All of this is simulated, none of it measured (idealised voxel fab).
Process module name: voxel transistor to metal
Each square cell in cross-section cut measures 5 nm, and the section as a whole is 260 nm wide.
Cross-sections here: square-cell grids, written as top-down lists of bands, a band being one or more rows of cells.
Read a band's entry like this: the first values are the height of its top and the height of its bottom in nm, and what follows is the sequence of materials from left to right, each with its width in nm. Note that "blank" is empty space, and that a single material marked "full width" reaches across the band from edge to edge.
A quick word on heights: they are counted from 0, and under that level the wafer as it came to us is one material throughout. The lowest band is different from the rest in having no bottom; it simply continues downward, written as in "from 0 down".
So if you see something like "30..40" for the width, read it as the top row of the band sitting at the first number and the bottom row at the second, with every row in between moving by the same amount as the last.
Reading "no modifications" for a step: not a cell of the cross-section changed in it.
This entry, "Voids, fully enclosed", enumerates those empty regions of no fewer than 8 cells that possess no open connection to the top. Each region is reported in the form width x height at distance, the distance being taken from the left edge, with all three quantities expressed in nm.
Whatever follows a step's settings on its line is a remark the simulator itself makes about that step.
overlay nm: mask right of planned place by this much (step with mask). Neg. = left.

# Steps planned for the process
1. RECEIVE | material Si
2. OXIDIZE | depth nm 5
3. CONFORMAL_DEP | material SiN | thk nm 15
4. DIRECTIONAL_DEP | material aC | thk nm 10
5. PATTERN | tone cover | mask id ACTIVE | material resist | width nm 100 | pitch nm 125 | thk nm 30 | overlay nm 0
6. DIRECTIONAL_ETCH | etch materials aC | depth nm 10
7. STRIP | etch materials resist
8. DIRECTIONAL_ETCH | etch materials SiN | depth nm 15
9. DIRECTIONAL_ETCH | etch materials SiO2 | depth nm 5
10. DIRECTIONAL_ETCH | etch materials Si | depth nm 25
11. STRIP | etch materials aC
12. OXIDIZE | depth nm 5
13. FILL_DEP | material SiO2 | thk nm 5
14. CMP | height nm 15
15. SELECTIVE_ETCH | etch materials SiO2 | depth nm 10
16. STRIP | etch materials SiN
17. SELECTIVE_ETCH | etch materials SiO2 | depth nm 5
18. OXIDIZE | depth nm 5
19. DIRECTIONAL_DEP | material polySi | thk nm 20
20. DIRECTIONAL_DEP | material SiCN | thk nm 10
21. DIRECTIONAL_DEP | material aC | thk nm 15
22. PATTERN | tone cover | mask id GATE | material resist | width nm 20 | pitch nm 125 | thk nm 30 | overlay nm 0
23. DIRECTIONAL_ETCH | etch materials aC | depth nm 15
24. STRIP | etch materials resist
25. DIRECTIONAL_ETCH | etch materials SiCN | depth nm 20
26. DIRECTIONAL_ETCH | etch materials polySi | depth nm 30
27. STRIP | etch materials aC
28. CONFORMAL_DEP | material SiO2 | thk nm 5
29. DIRECTIONAL_ETCH | etch materials SiO2 | depth nm 5
30. CONFORMAL_DEP | material SiN | thk nm 5
31. DIRECTIONAL_ETCH | etch materials SiN | depth nm 5
32. DIRECTIONAL_ETCH | etch materials SiO2 | depth nm 5
33. DIRECTIONAL_ETCH | etch materials Si | depth nm 15
34. EPI | material nSi | thk nm 20
35. FILL_DEP | material SiO2 | thk nm 10
36. CMP | height nm 25
37. DIRECTIONAL_DEP | material SiO2 | thk nm 10
38. DIRECTIONAL_DEP | material aC | thk nm 10
39. PATTERN | tone open | mask id CONTACT | material resist | width nm 20 | thk nm 30 | overlay nm 0
40. DIRECTIONAL_ETCH | etch materials aC | depth nm 10
41. STRIP | etch materials resist
42. DIRECTIONAL_ETCH | etch materials SiO2 | depth nm 40
43. STRIP | etch materials aC
44. CONFORMAL_DEP | material TiN | thk nm 5
45. FILL_DEP | material W | thk nm 5
46. CMP | height nm 35
47. DIRECTIONAL_DEP | material TiN | thk nm 5
48. DIRECTIONAL_DEP | material W | thk nm 25
49. MASKED_ETCH | tone cover | mask id METAL_1 | width nm 20 | etch materials W | depth nm 25 | overlay nm 0
50. MASKED_ETCH | tone cover | mask id METAL_1 | width nm 20 | etch materials TiN | depth nm 5 | overlay nm 0
51. FILL_DEP | material SiO2 | thk nm 10
52. CMP | height nm 65
53. CONFORMAL_DEP | material SiCN | thk nm 5

# As-received wafer cross-section (after step 1)
  from 0 down  Si full width
  Voids, fully enclosed: none

# Looking at the first of two wafers in cross-section at end of module - ran to plan
  from 70 to 65  SiCN full width
  from 65 to 40  20 nm SiO2, 20 nm W, 50 nm SiO2, 20 nm W, 35 nm SiO2, 20 nm W, 50 nm SiO2, 20 nm W, 25 nm SiO2
  from 40 to 35  20 nm SiO2, 20 nm TiN, 50 nm SiO2, 20 nm TiN, 35 nm SiO2, 20 nm TiN, 50 nm SiO2, 20 nm TiN, 25 nm SiO2
  from 35 to 25  20 nm SiO2, 5 nm TiN, 10 nm W, 5 nm TiN, 50 nm SiO2, 5 nm TiN, 10 nm W, 5 nm TiN, 35 nm SiO2, 5 nm TiN, 10 nm W, 5 nm TiN, 50 nm SiO2, 5 nm TiN, 10 nm W, 5 nm TiN, 25 nm SiO2
  from 25 to 15  20 nm SiO2, 5 nm TiN, 10 nm W, 5 nm TiN, 5 nm SiO2, 5 nm SiN, 5 nm SiO2, 20 nm SiCN, 5 nm SiO2, 5 nm SiN, 5 nm SiO2, 5 nm TiN, 10 nm W, 5 nm TiN, 35 nm SiO2, 5 nm TiN, 10 nm W, 5 nm TiN, 5 nm SiO2, 5 nm SiN, 5 nm SiO2, 20 nm SiCN, 5 nm SiO2, 5 nm SiN, 5 nm SiO2, 5 nm TiN, 10 nm W, 5 nm TiN, 25 nm SiO2
  from 15 to 10  20 nm SiO2, 20 nm TiN, 5 nm SiO2, 5 nm SiN, 5 nm SiO2, 20 nm polySi, 5 nm SiO2, 5 nm SiN, 5 nm SiO2, 20 nm TiN, 35 nm SiO2, 20 nm TiN, 5 nm SiO2, 5 nm SiN, 5 nm SiO2, 20 nm polySi, 5 nm SiO2, 5 nm SiN, 5 nm SiO2, 20 nm TiN, 25 nm SiO2
  from 10 to 0  20 nm SiO2, 5 nm TiN, 20 nm nSi, 5 nm SiN, 5 nm SiO2, 20 nm polySi, 5 nm SiO2, 5 nm SiN, 20 nm nSi, 5 nm TiN, 35 nm SiO2, 5 nm TiN, 20 nm nSi, 5 nm SiN, 5 nm SiO2, 20 nm polySi, 5 nm SiO2, 5 nm SiN, 20 nm nSi, 5 nm TiN, 25 nm SiO2
  from 0 to -5  15 nm SiO2, 5 nm SiN, 5 nm TiN, 20 nm nSi, 5 nm SiN, 5 nm SiO2, 20 nm polySi, 5 nm SiO2, 5 nm SiN, 20 nm nSi, 5 nm TiN, 5 nm SiN, 25 nm SiO2, 5 nm SiN, 5 nm TiN, 20 nm nSi, 5 nm SiN, 5 nm SiO2, 20 nm polySi, 5 nm SiO2, 5 nm SiN, 20 nm nSi, 5 nm TiN, 5 nm SiN, 20 nm SiO2
  from -5 to -10  20 nm SiO2, 25 nm nSi, 40 nm SiO2, 25 nm nSi, 35 nm SiO2, 25 nm nSi, 40 nm SiO2, 25 nm nSi, 25 nm SiO2
  from -10 to -25  20 nm SiO2, 25 nm nSi, 40 nm Si, 25 nm nSi, 35 nm SiO2, 25 nm nSi, 40 nm Si, 25 nm nSi, 25 nm SiO2
  from -25 to -35  20 nm SiO2, 90 nm Si, 35 nm SiO2, 90 nm Si, 25 nm SiO2
  from -35 down  Si full width
  Voids, fully enclosed: none

# Cross-sectional image of the second wafer of the two following completion of the module. Starting state and process plan were the same as for the first wafer; one execution error occurred
  from 70 to 65  SiCN full width
  from 65 to 40  20 nm SiO2, 20 nm W, 50 nm SiO2, 20 nm W, 35 nm SiO2, 20 nm W, 50 nm SiO2, 20 nm W, 25 nm SiO2
  from 40 to 35  20 nm SiO2, 20 nm TiN, 50 nm SiO2, 20 nm TiN, 35 nm SiO2, 20 nm TiN, 50 nm SiO2, 20 nm TiN, 25 nm SiO2
  from 35 to 25  20 nm SiO2, 5 nm TiN, 15 nm W, 5 nm TiN, 45 nm SiO2, 5 nm TiN, 15 nm W, 5 nm TiN, 30 nm SiO2, 5 nm TiN, 15 nm W, 5 nm TiN, 45 nm SiO2, 5 nm TiN, 15 nm W, 5 nm TiN, 20 nm SiO2
  from 25 to 15  20 nm SiO2, 5 nm TiN, 15 nm W, 5 nm TiN, 5 nm SiN, 5 nm SiO2, 20 nm SiCN, 5 nm SiO2, 5 nm SiN, 5 nm SiO2, 5 nm TiN, 15 nm W, 5 nm TiN, 30 nm SiO2, 5 nm TiN, 15 nm W, 5 nm TiN, 5 nm SiN, 5 nm SiO2, 20 nm SiCN, 5 nm SiO2, 5 nm SiN, 5 nm SiO2, 5 nm TiN, 15 nm W, 5 nm TiN, 20 nm SiO2
  from 15 to 10  20 nm SiO2, 25 nm TiN, 5 nm SiN, 5 nm SiO2, 20 nm polySi, 5 nm SiO2, 5 nm SiN, 5 nm SiO2, 25 nm TiN, 30 nm SiO2, 25 nm TiN, 5 nm SiN, 5 nm SiO2, 20 nm polySi, 5 nm SiO2, 5 nm SiN, 5 nm SiO2, 25 nm TiN, 20 nm SiO2
  from 10 to 0  20 nm SiO2, 5 nm TiN, 20 nm nSi, 5 nm SiN, 5 nm SiO2, 20 nm polySi, 5 nm SiO2, 5 nm SiN, 20 nm nSi, 10 nm TiN, 30 nm SiO2, 5 nm TiN, 20 nm nSi, 5 nm SiN, 5 nm SiO2, 20 nm polySi, 5 nm SiO2, 5 nm SiN, 20 nm nSi, 10 nm TiN, 20 nm SiO2
  from 0 to -5  15 nm SiO2, 5 nm SiN, 5 nm TiN, 20 nm nSi, 5 nm SiN, 5 nm SiO2, 20 nm polySi, 5 nm SiO2, 5 nm SiN, 20 nm nSi, 5 nm TiN, 5 nm SiN, 25 nm SiO2, 5 nm SiN, 5 nm TiN, 20 nm nSi, 5 nm SiN, 5 nm SiO2, 20 nm polySi, 5 nm SiO2, 5 nm SiN, 20 nm nSi, 5 nm TiN, 5 nm SiN, 20 nm SiO2
  from -5 to -10  20 nm SiO2, 25 nm nSi, 40 nm SiO2, 25 nm nSi, 35 nm SiO2, 25 nm nSi, 40 nm SiO2, 25 nm nSi, 25 nm SiO2
  from -10 to -25  20 nm SiO2, 25 nm nSi, 40 nm Si, 25 nm nSi, 35 nm SiO2, 25 nm nSi, 40 nm Si, 25 nm nSi, 25 nm SiO2
  from -25 to -35  20 nm SiO2, 90 nm Si, 35 nm SiO2, 90 nm Si, 25 nm SiO2
  from -35 down  Si full width
  Voids, fully enclosed: none
It is concluded that the wafer was processed incorrectly with respect to the plan, in that step 39 went in with a setting other than planned; the actual run was PATTERN | tone open | mask id CONTACT | material resist | width nm 25 | thk nm 30 | overlay nm 0
Count the cells at the end and the second wafer has more or fewer of some materials than the first: -24 SiO2; +8 TiN; +16 W
